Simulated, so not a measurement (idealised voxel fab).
process module | voxel capacitor over wiring
cross-section cut | 245 nm wide | cells 5 nm
A cross-section is a grid of square cells, given in bands from the top down. A band is one or more rows of cells.
Each band's line starts with the height of the band's top and of its bottom, in nm. Then come its materials from left to right, each with its width in nm. One material with "throughout" fills the band from edge to edge. "air" is empty space.
Height 0 is the level under which the wafer as received is all one material. The lowest band goes on downwards, as in "0 down".
A width such as "30 to 40" changes by the same amount from each row of cells to the next, from the band's top row to its bottom row.
"no change" after a step means that no cell of the cross-section changed.
closed voids: empty space of 8 cells or more with no open way to the top, each as width x height at its distance from the left edge, in nm
after a step's settings: what the simulator itself notes on the step
overlay nm, on a step with a mask: how far to the right of its planned place the mask lay; to the left if negative
Each pair below shows a cross-section before one step and the cross-section after it, down to the lowest band that changed. The line under each pair gives the step between them, with its settings. The pairs can come from different runs of this module on the same starting wafer, so a pair continues from the pair above only where its "before" says so.
before
  60 to 50: aC 75 | air 20 | aC 150
  50 to 35: SiO2 75 | air 20 | SiO2 150
  35 to 30: SiCN throughout
  30 to 15: SiO2 65 | SiN 5 | Ru 20 | SiN 5 | SiO2 55 | SiN 5 | Ru 20 | SiN 5 | SiO2 65
  15 to 10: SiN 70 | TiN 20 | SiN 65 | TiN 20 | SiN 70
  10 to 0: SiO2 throughout
  0 down: Si throughout
  closed voids: none
after
  60 to 50: aC 75 | air 20 | aC 150
  50 to 35: SiO2 75 | air 20 | SiO2 150
  35 to 30: SiCN 75 | air 20 | SiCN 150
  below 30: unchanged
  closed voids: none
the step between: op DIRECTIONAL_ETCH | etch materials SiCN | depth nm 5
before: the cross-section after the pair above
after
  50 to 35: SiO2 75 | air 20 | SiO2 150
  below 35: unchanged
  closed voids: none
the step between: op STRIP | etch materials aC
before: the cross-section after the pair above
after
  50 to 40: SiO2 75 | air 20 | SiO2 150
  40 to 35: SiO2 75 | Ru 20 | SiO2 150
  35 to 30: SiCN 75 | Ru 20 | SiCN 150
  below 30: unchanged
  closed voids: none
the step between: op EPI | material Ru | thk nm 10
before: the cross-section after the pair above
after
  50 to 35: SiO2 75 | Ru 20 | SiO2 150
  below 35: unchanged
  closed voids: none
the step between: op EPI | material Ru | thk nm 10
before: the cross-section after the pair above
after
  60 to 50: TiN throughout
  below 50: unchanged
  closed voids: none
the step between: op DIRECTIONAL_DEP | material TiN | thk nm 10
before: the cross-section after the pair above
after
  65 to 60: SiN throughout
  below 60: unchanged
  closed voids: none
the step between: op DIRECTIONAL_DEP | material SiN | thk nm 5
before: the cross-section after the pair above
after
  75 to 65: TiN throughout
  below 65: unchanged
  closed voids: none
the step between: op DIRECTIONAL_DEP | material TiN | thk nm 10
before: the cross-section after the pair above
after
  90 to 75: air 75 | resist 70 | air 100
  below 75: unchanged
  closed voids: none
the step between: op PATTERN | tone cover | mask id UPPER_PLATE | material resist | width nm 70 | thk nm 15 | overlay nm 0
before: the cross-section after the pair above
after
  90 to 75: air 75 | resist 70 | air 100
  75 to 65: air 75 | TiN 70 | air 100
  below 65: unchanged
  closed voids: none
the step between: op DIRECTIONAL_ETCH | etch materials TiN | depth nm 10
before: the cross-section after the pair above
after
  90 to 75: air 75 | resist 70 | air 100
  75 to 65: air 75 | TiN 70 | air 100
  65 to 60: air 75 | SiN 70 | air 100
  below 60: unchanged
  closed voids: none
the step between: op DIRECTIONAL_ETCH | etch materials SiN | depth nm 5
before: the cross-section after the pair above
after
  75 to 65: air 75 | TiN 70 | air 100
  below 65: unchanged
  closed voids: none
the step between: op STRIP | etch materials resist
before: the cross-section after the pair above
after
  90 to 75: air 70 | resist 80 | air 95
  75 to 65: air 70 | resist 5 | TiN 70 | resist 5 | air 95
  65 to 60: air 70 | resist 5 | SiN 70 | resist 5 | air 95
  below 60: unchanged
  closed voids: none
the step between: op PATTERN | tone cover | mask id LOWER_PLATE | material resist | width nm 80 | thk nm 15 | overlay nm 0
before: the cross-section after the pair above
after
  90 to 75: air 70 | resist 80 | air 95
  75 to 65: air 70 | resist 5 | TiN 70 | resist 5 | air 95
  65 to 60: air 70 | resist 5 | SiN 70 | resist 5 | air 95
  60 to 50: air 70 | TiN 80 | air 95
  below 50: unchanged
  closed voids: none
the step between: op DIRECTIONAL_ETCH | etch materials TiN | depth nm 10
before: the cross-section after the pair above
after
  75 to 65: air 75 | TiN 70 | air 100
  65 to 60: air 75 | SiN 70 | air 100
  below 60: unchanged
  closed voids: none
the step between: op STRIP | etch materials resist
before: the cross-section after the pair above
after
  95 to 75: SiO2 throughout
  75 to 65: SiO2 75 | TiN 70 | SiO2 100
  65 to 60: SiO2 75 | SiN 70 | SiO2 100
  60 to 50: SiO2 70 | TiN 80 | SiO2 95
  below 50: unchanged
  closed voids: none
the step between: op FILL_DEP | material SiO2 | thk nm 20
before: the cross-section after the pair above
after
  90 to 75: SiO2 throughout
  below 75: unchanged
  closed voids: none
the step between: op CMP | height nm 90
before: the cross-section after the pair above
after
  105 to 90: resist 85 | air 15 | resist 145
  below 90: unchanged
  closed voids: none
the step between: op PATTERN | tone open | mask id PLUG_2 | material resist | width nm 15 | thk nm 15 | overlay nm 0
before: the cross-section after the pair above
after
  105 to 90: resist 85 | air 15 | resist 145
  90 to 75: SiO2 85 | air 15 | SiO2 145
  below 75: unchanged
  closed voids: none
the step between: op DIRECTIONAL_ETCH | etch materials SiO2 | depth nm 15
before: the cross-section after the pair above
after
  90 to 75: SiO2 85 | air 15 | SiO2 145
  below 75: unchanged
  closed voids: none
the step between: op STRIP | etch materials resist
before: the cross-section after the pair above
after
  95 to 90: TiN 90 | air 5 | TiN 150
  90 to 80: SiO2 85 | TiN 5 | air 5 | TiN 5 | SiO2 145
  80 to 75: SiO2 85 | TiN 15 | SiO2 145
  below 75: unchanged
  closed voids: none
the step between: op CONFORMAL_DEP | material TiN | thk nm 5
before: the cross-section after the pair above
after
  105 to 95: W throughout
  95 to 90: TiN 90 | W 5 | TiN 150
  90 to 80: SiO2 85 | TiN 5 | W 5 | TiN 5 | SiO2 145
  below 80: unchanged
  closed voids: none
the step between: op FILL_DEP | material W | thk nm 10
before: the cross-section after the pair above
after
  90 to 80: SiO2 85 | TiN 5 | W 5 | TiN 5 | SiO2 145
  below 80: unchanged
  closed voids: none
the step between: op CMP | height nm 90
before: the cross-section after the pair above
after
  95 to 90: SiN throughout
  below 90: unchanged
  closed voids: none
the step between: op CONFORMAL_DEP | material SiN | thk nm 5
before
  60 to 50: aC throughout
  50 to 35: SiO2 throughout
  35 to 30: SiCN throughout
  30 to 15: SiO2 65 | SiN 5 | Ru 20 | SiN 5 | SiO2 55 | SiN 5 | Ru 20 | SiN 5 | SiO2 65
  15 to 10: SiN 70 | TiN 20 | SiN 65 | TiN 20 | SiN 70
  10 to 0: SiO2 throughout
  0 down: Si throughout
  closed voids: none
after
  85 to 60: resist 80 | air 15 | resist 150
  below 60: unchanged
  closed voids: none
the step between: op PATTERN | tone open | mask id PLUG_1 | material resist | width nm 15 | thk nm 25 | overlay nm 5
before: the cross-section after the pair above
after
  75 to 60: resist 80 | air 15 | resist 150
  60 to 50: aC 80 | air 15 | aC 150
  below 50: unchanged
  closed voids: none
the step between: op DIRECTIONAL_ETCH | etch materials aC | depth nm 10
before: the cross-section after the pair above
after
  60 to 50: aC 80 | air 15 | aC 150
  below 50: unchanged
  closed voids: none
the step between: op STRIP | etch materials resist
before: the cross-section after the pair above
after
  60 to 50: aC 80 | air 15 | aC 150
  50 to 35: SiO2 80 | air 15 | SiO2 150
  below 35: unchanged
  closed voids: none
the step between: op DIRECTIONAL_ETCH | etch materials SiO2 | depth nm 15
before: the cross-section after the pair above
after
  60 to 50: aC 80 | air 15 | aC 150
  50 to 35: SiO2 80 | air 15 | SiO2 150
  35 to 30: SiCN 80 | air 15 | SiCN 150
  below 30: unchanged
  closed voids: none
the step between: op DIRECTIONAL_ETCH | etch materials SiCN | depth nm 5
before: the cross-section after the pair above
after
  50 to 35: SiO2 80 | air 15 | SiO2 150
  below 35: unchanged
  closed voids: none
the step between: op STRIP | etch materials aC
before: the cross-section after the pair above
after
  50 to 40: SiO2 80 | air 15 | SiO2 150
  40 to 35: SiO2 80 | Ru 15 | SiO2 150
  35 to 30: SiCN 80 | Ru 15 | SiCN 150
  below 30: unchanged
  closed voids: none
the step between: op EPI | material Ru | thk nm 10
before: the cross-section after the pair above
after
  50 to 35: SiO2 80 | Ru 15 | SiO2 150
  below 35: unchanged
  closed voids: none
the step between: op EPI | material Ru | thk nm 10
before: the cross-section after the pair above
after
  60 to 50: TiN throughout
  below 50: unchanged
  closed voids: none
the step between: op DIRECTIONAL_DEP | material TiN | thk nm 10
before: the cross-section after the pair above
after
  65 to 60: SiN throughout
  below 60: unchanged
  closed voids: none
the step between: op DIRECTIONAL_DEP | material SiN | thk nm 5
before: the cross-section after the pair above
after
  75 to 65: TiN throughout
  below 65: unchanged
  closed voids: none
the step between: op DIRECTIONAL_DEP | material TiN | thk nm 10
before: the cross-section after the pair above
after
  90 to 75: air 75 | resist 70 | air 100
  below 75: unchanged
  closed voids: none
the step between: op PATTERN | tone cover | mask id UPPER_PLATE | material resist | width nm 70 | thk nm 15 | overlay nm 0
before: the cross-section after the pair above
after
  90 to 75: air 75 | resist 70 | air 100
  75 to 65: air 75 | TiN 70 | air 100
  below 65: unchanged
  closed voids: none
the step between: op DIRECTIONAL_ETCH | etch materials TiN | depth nm 10
before: the cross-section after the pair above
after
  90 to 75: air 75 | resist 70 | air 100
  75 to 65: air 75 | TiN 70 | air 100
  65 to 60: air 75 | SiN 70 | air 100
  below 60: unchanged
  closed voids: none
the step between: op DIRECTIONAL_ETCH | etch materials SiN | depth nm 5
before: the cross-section after the pair above
after
  75 to 65: air 75 | TiN 70 | air 100
  below 65: unchanged
  closed voids: none
the step between: op STRIP | etch materials resist
before: the cross-section after the pair above
after
  90 to 75: air 70 | resist 80 | air 95
  75 to 65: air 70 | resist 5 | TiN 70 | resist 5 | air 95
  65 to 60: air 70 | resist 5 | SiN 70 | resist 5 | air 95
  below 60: unchanged
  closed voids: none
the step between: op PATTERN | tone cover | mask id LOWER_PLATE | material resist | width nm 80 | thk nm 15 | overlay nm 0
before: the cross-section after the pair above
after
  90 to 75: air 70 | resist 80 | air 95
  75 to 65: air 70 | resist 5 | TiN 70 | resist 5 | air 95
  65 to 60: air 70 | resist 5 | SiN 70 | resist 5 | air 95
  60 to 50: air 70 | TiN 80 | air 95
  below 50: unchanged
  closed voids: none
the step between: op DIRECTIONAL_ETCH | etch materials TiN | depth nm 10
before: the cross-section after the pair above
after
  75 to 65: air 75 | TiN 70 | air 100
  65 to 60: air 75 | SiN 70 | air 100
  below 60: unchanged
  closed voids: none
the step between: op STRIP | etch materials resist
before: the cross-section after the pair above
after
  95 to 75: SiO2 throughout
  75 to 65: SiO2 75 | TiN 70 | SiO2 100
  65 to 60: SiO2 75 | SiN 70 | SiO2 100
  60 to 50: SiO2 70 | TiN 80 | SiO2 95
  below 50: unchanged
  closed voids: none
the step between: op FILL_DEP | material SiO2 | thk nm 20
before: the cross-section after the pair above
after
  90 to 75: SiO2 throughout
  below 75: unchanged
  closed voids: none
the step between: op CMP | height nm 90
before: the cross-section after the pair above
after
  105 to 90: resist 85 | air 15 | resist 145
  below 90: unchanged
  closed voids: none
the step between: op PATTERN | tone open | mask id PLUG_2 | material resist | width nm 15 | thk nm 15 | overlay nm 0
before: the cross-section after the pair above
after
  105 to 90: resist 85 | air 15 | resist 145
  90 to 75: SiO2 85 | air 15 | SiO2 145
  below 75: unchanged
  closed voids: none
the step between: op DIRECTIONAL_ETCH | etch materials SiO2 | depth nm 15
before: the cross-section after the pair above
after
  90 to 75: SiO2 85 | air 15 | SiO2 145
  below 75: unchanged
  closed voids: none
the step between: op STRIP | etch materials resist
before: the cross-section after the pair above
after
  95 to 90: TiN 90 | air 5 | TiN 150
  90 to 80: SiO2 85 | TiN 5 | air 5 | TiN 5 | SiO2 145
  80 to 75: SiO2 85 | TiN 15 | SiO2 145
  below 75: unchanged
  closed voids: none
the step between: op CONFORMAL_DEP | material TiN | thk nm 5
before: the cross-section after the pair above
after
  105 to 95: W throughout
  95 to 90: TiN 90 | W 5 | TiN 150
  90 to 80: SiO2 85 | TiN 5 | W 5 | TiN 5 | SiO2 145
  below 80: unchanged
  closed voids: none
the step between: op FILL_DEP | material W | thk nm 10
before: the cross-section after the pair above
after
  90 to 80: SiO2 85 | TiN 5 | W 5 | TiN 5 | SiO2 145
  below 80: unchanged
  closed voids: none
the step between: op CMP | height nm 90
before: the cross-section after the pair above
after
  95 to 90: SiN throughout
  below 90: unchanged
  closed voids: none
the step between: op CONFORMAL_DEP | material SiN | thk nm 5
before
  65 to 60: SiN throughout
  60 to 50: TiN throughout
  50 to 35: SiO2 75 | Ru 15 | SiO2 155
  35 to 30: SiCN 75 | Ru 15 | SiCN 155
  30 to 15: SiO2 65 | SiN 5 | Ru 20 | SiN 5 | SiO2 55 | SiN 5 | Ru 20 | SiN 5 | SiO2 65
  15 to 10: SiN 70 | TiN 20 | SiN 65 | TiN 20 | SiN 70
  10 to 0: SiO2 throughout
  0 down: Si throughout
  closed voids: none
after
  75 to 65: Ru throughout
  below 65: unchanged
  closed voids: none
the step between: op DIRECTIONAL_DEP | material Ru | thk nm 10
before: the cross-section after the pair above
after
  90 to 75: air 75 | resist 70 | air 100
  below 75: unchanged
  closed voids: none
the step between: op PATTERN | tone cover | mask id UPPER_PLATE | material resist | width nm 70 | thk nm 15 | overlay nm 0
before: the cross-section after the pair above
after
  75 to 65: Ru throughout
  below 65: unchanged
  closed voids: none
the step between: op STRIP | etch materials resist
before: the cross-section after the pair above
after
  90 to 75: air 70 | resist 80 | air 95
  below 75: unchanged
  closed voids: none
the step between: op PATTERN | tone cover | mask id LOWER_PLATE | material resist | width nm 80 | thk nm 15 | overlay nm 0
before: the cross-section after the pair above
after
  75 to 65: Ru throughout
  below 65: unchanged
  closed voids: none
the step between: op STRIP | etch materials resist
before: the cross-section after the pair above
after
  95 to 75: SiO2 throughout
  below 75: unchanged
  closed voids: none
the step between: op FILL_DEP | material SiO2 | thk nm 20
before: the cross-section after the pair above
after
  90 to 75: SiO2 throughout
  below 75: unchanged
  closed voids: none
the step between: op CMP | height nm 90
before: the cross-section after the pair above
after
  105 to 90: resist 85 | air 15 | resist 145
  below 90: unchanged
  closed voids: none
the step between: op PATTERN | tone open | mask id PLUG_2 | material resist | width nm 15 | thk nm 15 | overlay nm 0
before: the cross-section after the pair above
after
  105 to 90: resist 85 | air 15 | resist 145
  90 to 75: SiO2 85 | air 15 | SiO2 145
  below 75: unchanged
  closed voids: none
the step between: op DIRECTIONAL_ETCH | etch materials SiO2 | depth nm 15
before: the cross-section after the pair above
after
  90 to 75: SiO2 85 | air 15 | SiO2 145
  below 75: unchanged
  closed voids: none
the step between: op STRIP | etch materials resist
before: the cross-section after the pair above
after
  95 to 90: TiN 90 | air 5 | TiN 150
  90 to 80: SiO2 85 | TiN 5 | air 5 | TiN 5 | SiO2 145
  80 to 75: SiO2 85 | TiN 15 | SiO2 145
  below 75: unchanged
  closed voids: none
the step between: op CONFORMAL_DEP | material TiN | thk nm 5
before: the cross-section after the pair above
after
  105 to 95: W throughout
  95 to 90: TiN 90 | W 5 | TiN 150
  90 to 80: SiO2 85 | TiN 5 | W 5 | TiN 5 | SiO2 145
  below 80: unchanged
  closed voids: none
the step between: op FILL_DEP | material W | thk nm 10
before: the cross-section after the pair above
after
  90 to 80: SiO2 85 | TiN 5 | W 5 | TiN 5 | SiO2 145
  below 80: unchanged
  closed voids: none
the step between: op CMP | height nm 90
before: the cross-section after the pair above
after
  95 to 90: SiN throughout
  below 90: unchanged
  closed voids: none
the step between: op CONFORMAL_DEP | material SiN | thk nm 5
before
  30 to 15: Ru throughout
  15 to 10: TiN throughout
  10 to 0: SiO2 throughout
  0 down: Si throughout
  closed voids: none
after
  50 to 30: resist 70 | air 20 | resist 65 | air 20 | resist 70
  below 30: unchanged
  closed voids: none
the step between: op PATTERN | tone open | mask id METAL_1 | material resist | width nm 20 | pitch nm 85 | thk nm 20 | overlay nm 0
before: the cross-section after the pair above
after
  50 to 30: resist 70 | air 20 | resist 65 | air 20 | resist 70
  30 to 15: Ru 70 | air 20 | Ru 65 | air 20 | Ru 70
  below 15: unchanged
  closed voids: none
the step between: op DIRECTIONAL_ETCH | etch materials Ru | depth nm 15
before: the cross-section after the pair above
after
  50 to 30: resist 70 | air 20 | resist 65 | air 20 | resist 70
  30 to 15: Ru 70 | air 20 | Ru 65 | air 20 | Ru 70
  15 to 10: TiN 70 | air 20 | TiN 65 | air 20 | TiN 70
  below 10: unchanged
  closed voids: none
the step between: op DIRECTIONAL_ETCH | etch materials TiN | depth nm 5
before: the cross-section after the pair above
after
  30 to 15: Ru 70 | air 20 | Ru 65 | air 20 | Ru 70
  below 15: unchanged
  closed voids: none
the step between: op STRIP | etch materials resist
before: the cross-section after the pair above
after
  35 to 30: SiN 75 | air 10 | SiN 75 | air 10 | SiN 75
  30 to 15: Ru 70 | SiN 5 | air 10 | SiN 5 | Ru 65 | SiN 5 | air 10 | SiN 5 | Ru 70
  15 to 10: TiN 70 | SiN 20 | TiN 65 | SiN 20 | TiN 70
  below 10: unchanged
  closed voids: none
the step between: op CONFORMAL_DEP | material SiN | thk nm 5
before: the cross-section after the pair above
after
  45 to 35: SiO2 throughout
  35 to 30: SiN 75 | SiO2 10 | SiN 75 | SiO2 10 | SiN 75
  30 to 15: Ru 70 | SiN 5 | SiO2 10 | SiN 5 | Ru 65 | SiN 5 | SiO2 10 | SiN 5 | Ru 70
  below 15: unchanged
  closed voids: none
the step between: op FILL_DEP | material SiO2 | thk nm 10
before: the cross-section after the pair above
after
  30 to 15: Ru 70 | SiN 5 | SiO2 10 | SiN 5 | Ru 65 | SiN 5 | SiO2 10 | SiN 5 | Ru 70
  below 15: unchanged
  closed voids: none
the step between: op CMP | height nm 30
before: the cross-section after the pair above
after
  35 to 30: SiCN throughout
  below 30: unchanged
  closed voids: none
the step between: op CONFORMAL_DEP | material SiCN | thk nm 5
before: the cross-section after the pair above
after
  50 to 35: SiO2 throughout
  below 35: unchanged
  closed voids: none
the step between: op DIRECTIONAL_DEP | material SiO2 | thk nm 15
before: the cross-section after the pair above
after
  60 to 50: aC throughout
  below 50: unchanged
  closed voids: none
the step between: op DIRECTIONAL_DEP | material aC | thk nm 10
before: the cross-section after the pair above
after
  85 to 60: resist 75 | air 15 | resist 155
  below 60: unchanged
  closed voids: none
the step between: op PATTERN | tone open | mask id PLUG_1 | material resist | width nm 15 | thk nm 25 | overlay nm 0
before: the cross-section after the pair above
after
  75 to 60: resist 75 | air 15 | resist 155
  60 to 50: aC 75 | air 15 | aC 155
  below 50: unchanged
  closed voids: none
the step between: op DIRECTIONAL_ETCH | etch materials aC | depth nm 10
before: the cross-section after the pair above
after
  60 to 50: aC 75 | air 15 | aC 155
  below 50: unchanged
  closed voids: none
the step between: op STRIP | etch materials resist
before: the cross-section after the pair above
after
  60 to 50: aC 75 | air 15 | aC 155
  50 to 35: SiO2 75 | air 15 | SiO2 155
  below 35: unchanged
  closed voids: none
the step between: op DIRECTIONAL_ETCH | etch materials SiO2 | depth nm 15
before: the cross-section after the pair above
after
  60 to 50: aC 75 | air 15 | aC 155
  50 to 35: SiO2 75 | air 15 | SiO2 155
  35 to 30: SiCN 75 | air 15 | SiCN 155
  below 30: unchanged
  closed voids: none
the step between: op DIRECTIONAL_ETCH | etch materials SiCN | depth nm 5
before: the cross-section after the pair above
after
  50 to 35: SiO2 75 | air 15 | SiO2 155
  below 35: unchanged
  closed voids: none
the step between: op STRIP | etch materials aC
before: the cross-section after the pair above
after
  60 to 50: TiN 75 | air 15 | TiN 155
  50 to 40: SiO2 75 | air 15 | SiO2 155
  40 to 35: SiO2 75 | TiN 15 | SiO2 155
  35 to 30: SiCN 75 | TiN 15 | SiCN 155
  below 30: unchanged
  closed voids: none
the step between: op DIRECTIONAL_DEP | material TiN | thk nm 10
before: the cross-section after the pair above
after
  65 to 60: SiN 75 | air 15 | SiN 155
  60 to 50: TiN 75 | air 15 | TiN 155
  50 to 45: SiO2 75 | air 15 | SiO2 155
  45 to 40: SiO2 75 | SiN 15 | SiO2 155
  below 40: unchanged
  closed voids: none
the step between: op DIRECTIONAL_DEP | material SiN | thk nm 5
before: the cross-section after the pair above
after
  75 to 65: TiN 75 | air 15 | TiN 155
  65 to 60: SiN 75 | air 15 | SiN 155
  60 to 55: TiN 75 | air 15 | TiN 155
  55 to 50: TiN throughout
  50 to 45: SiO2 75 | TiN 15 | SiO2 155
  below 45: unchanged
  closed voids: none
the step between: op DIRECTIONAL_DEP | material TiN | thk nm 10
before: the cross-section after the pair above
after
  90 to 75: air 75 | resist 70 | air 100
  75 to 65: TiN 75 | resist 15 | TiN 155
  65 to 60: SiN 75 | resist 15 | SiN 155
  60 to 55: TiN 75 | resist 15 | TiN 155
  below 55: unchanged
  closed voids: none
the step between: op PATTERN | tone cover | mask id UPPER_PLATE | material resist | width nm 70 | thk nm 15 | overlay nm 0
before: the cross-section after the pair above
after
  90 to 75: air 75 | resist 70 | air 100
  75 to 65: air 75 | resist 15 | TiN 55 | air 100
  below 65: unchanged
  closed voids: none
the step between: op DIRECTIONAL_ETCH | etch materials TiN | depth nm 10
before: the cross-section after the pair above
after
  90 to 75: air 75 | resist 70 | air 100
  75 to 65: air 75 | resist 15 | TiN 55 | air 100
  65 to 60: air 75 | resist 15 | SiN 55 | air 100
  below 60: unchanged
  closed voids: none
the step between: op DIRECTIONAL_ETCH | etch materials SiN | depth nm 5
before: the cross-section after the pair above
after
  75 to 65: air 90 | TiN 55 | air 100
  65 to 60: air 90 | SiN 55 | air 100
  60 to 55: TiN 75 | air 15 | TiN 155
  below 55: unchanged
  closed voids: none
the step between: op STRIP | etch materials resist
before: the cross-section after the pair above
after
  90 to 75: air 70 | resist 80 | air 95
  75 to 65: air 70 | resist 20 | TiN 55 | resist 5 | air 95
  65 to 60: air 70 | resist 20 | SiN 55 | resist 5 | air 95
  60 to 55: TiN 75 | resist 15 | TiN 155
  below 55: unchanged
  closed voids: none
the step between: op PATTERN | tone cover | mask id LOWER_PLATE | material resist | width nm 80 | thk nm 15 | overlay nm 0
before: the cross-section after the pair above
after
  90 to 75: air 70 | resist 80 | air 95
  75 to 65: air 70 | resist 20 | TiN 55 | resist 5 | air 95
  65 to 60: air 70 | resist 20 | SiN 55 | resist 5 | air 95
  60 to 55: air 70 | TiN 5 | resist 15 | TiN 60 | air 95
  55 to 50: air 70 | TiN 80 | air 95
  below 50: unchanged
  closed voids: none
the step between: op DIRECTIONAL_ETCH | etch materials TiN | depth nm 10
before: the cross-section after the pair above
after
  75 to 65: air 90 | TiN 55 | air 100
  65 to 60: air 90 | SiN 55 | air 100
  60 to 55: air 70 | TiN 5 | air 15 | TiN 60 | air 95
  below 55: unchanged
  closed voids: none
the step between: op STRIP | etch materials resist
before: the cross-section after the pair above
after
  95 to 75: SiO2 throughout
  75 to 65: SiO2 90 | TiN 55 | SiO2 100
  65 to 60: SiO2 90 | SiN 55 | SiO2 100
  60 to 55: SiO2 70 | TiN 5 | SiO2 15 | TiN 60 | SiO2 95
  55 to 45: SiO2 70 to 75 | TiN 80 to 15 | SiO2 95 to 155
  below 45: unchanged
  closed voids: none
the step between: op FILL_DEP | material SiO2 | thk nm 20
before: the cross-section after the pair above
after
  90 to 75: SiO2 throughout
  below 75: unchanged
  closed voids: none
the step between: op CMP | height nm 90
before: the cross-section after the pair above
after
  105 to 90: resist 85 | air 15 | resist 145
  below 90: unchanged
  closed voids: none
the step between: op PATTERN | tone open | mask id PLUG_2 | material resist | width nm 15 | thk nm 15 | overlay nm 0
before: the cross-section after the pair above
after
  105 to 90: resist 85 | air 15 | resist 145
  90 to 75: SiO2 85 | air 15 | SiO2 145
  below 75: unchanged
  closed voids: none
the step between: op DIRECTIONAL_ETCH | etch materials SiO2 | depth nm 15
before: the cross-section after the pair above
after
  90 to 75: SiO2 85 | air 15 | SiO2 145
  below 75: unchanged
  closed voids: none
the step between: op STRIP | etch materials resist
before: the cross-section after the pair above
after
  95 to 90: TiN 90 | air 5 | TiN 150
  90 to 80: SiO2 85 | TiN 5 | air 5 | TiN 5 | SiO2 145
  80 to 75: SiO2 85 | TiN 15 | SiO2 145
  below 75: unchanged
  closed voids: none
the step between: op CONFORMAL_DEP | material TiN | thk nm 5
before: the cross-section after the pair above
after
  105 to 95: W throughout
  95 to 90: TiN 90 | W 5 | TiN 150
  90 to 80: SiO2 85 | TiN 5 | W 5 | TiN 5 | SiO2 145
  below 80: unchanged
  closed voids: none
the step between: op FILL_DEP | material W | thk nm 10
before: the cross-section after the pair above
after
  90 to 80: SiO2 85 | TiN 5 | W 5 | TiN 5 | SiO2 145
  below 80: unchanged
  closed voids: none
the step between: op CMP | height nm 90
before: the cross-section after the pair above
after
  95 to 90: SiN throughout
  below 90: unchanged
  closed voids: none
the step between: op CONFORMAL_DEP | material SiN | thk nm 5
